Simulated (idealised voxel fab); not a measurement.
The process module that follows is named voxel ribs on slabs.
We display cut, a cross-section 260 nm in width whose square cells are each 5 nm.
Notation: cross-section as square-cell grid; stated in bands, top first, going down; one or more cell rows per band. It is stipulated that each band's entry specify, in nanometres, the height of the top of the band and then that of its bottom, followed by the materials of the band in left-to-right sequence, each together with its width in nanometres. A single material marked by the word "full width" is understood to fill the band from edge to edge; the word "empty" is understood to denote empty space. Height reference: 0 = level under which incoming wafer is all one material. Lowest band: no bottom, runs on downward, e.g. "z 0 and below". So if you see something like "30->40" for the width, read it as the top row of the band sitting at the first number and the bottom row at the second, with every row in between moving by the same amount as the last. Key: "no modifications" - step with no changed cell in the cross-section. In "Enclosed void entries" the enclosed voids are listed, meaning empty spaces of 8 cells or larger without any opening to the top. The form is width x height at distance, distance from the left edge, units nm. On a step's line, text after the settings is the simulator commenting on that step. overlay nm: on a step with a mask, how far right of its planned place the mask lay; negative means left.
List of planned process steps
1 RECEIVE [material Si]
2 DIRECTIONAL_DEP [material SiO2] [thk nm 20]
3 DIRECTIONAL_DEP [material polySi] [thk nm 15]
4 DIRECTIONAL_DEP [material aC] [thk nm 15]
5 PATTERN [tone cover] [mask id RIB] [material resist] [width nm 20] [thk nm 30] [overlay nm 0]
6 DIRECTIONAL_ETCH [etch materials aC] [depth nm 15]
7 STRIP [etch materials resist]
8 DIRECTIONAL_ETCH [etch materials polySi] [depth nm 5]
9 STRIP [etch materials aC]
10 DIRECTIONAL_DEP [material aC] [thk nm 15]
11 PATTERN [tone cover] [mask id SLAB] [material resist] [width nm 60] [thk nm 30] [overlay nm 0]
12 DIRECTIONAL_ETCH [etch materials aC] [depth nm 15]
13 STRIP [etch materials resist]
14 DIRECTIONAL_ETCH [etch materials polySi] [depth nm 10]
15 STRIP [etch materials aC]
16 FILL_DEP [material SiO2] [thk nm 25]
17 CMP [height nm 55]
18 DIRECTIONAL_DEP [material W] [thk nm 10]
19 MASKED_ETCH [tone cover] [mask id HEATER] [width nm 30] [etch materials W] [depth nm 10] [overlay nm 0]
20 CONFORMAL_DEP [material SiO2] [thk nm 5]
Across this set of wafers, the varied parameter is the depth nm of step 8. Starting conditions are identical for every wafer, and the plan reports the value assigned to the first wafer.
Cross-section of the first of several wafers on receipt, reflecting completion of step 1
	z 0 and below: Si full width
	Enclosed void entries: none
Heads up, this table goes wafer by wafer. A row tells you, at the end of the module, how many cells of each material that wafer has put on (+) or dropped (-) since it was received, and then its closed voids
depth nm 5 | +600 SiO2 | +12 W | +28 polySi | Enclosed void entries: none
depth nm 10 | +608 SiO2 | +12 W | +20 polySi | Enclosed void entries: none
depth nm 15 | +616 SiO2 | +12 W | +12 polySi | Enclosed void entries: none
depth nm 20 | +616 SiO2 | +12 W | +12 polySi | Enclosed void entries: none
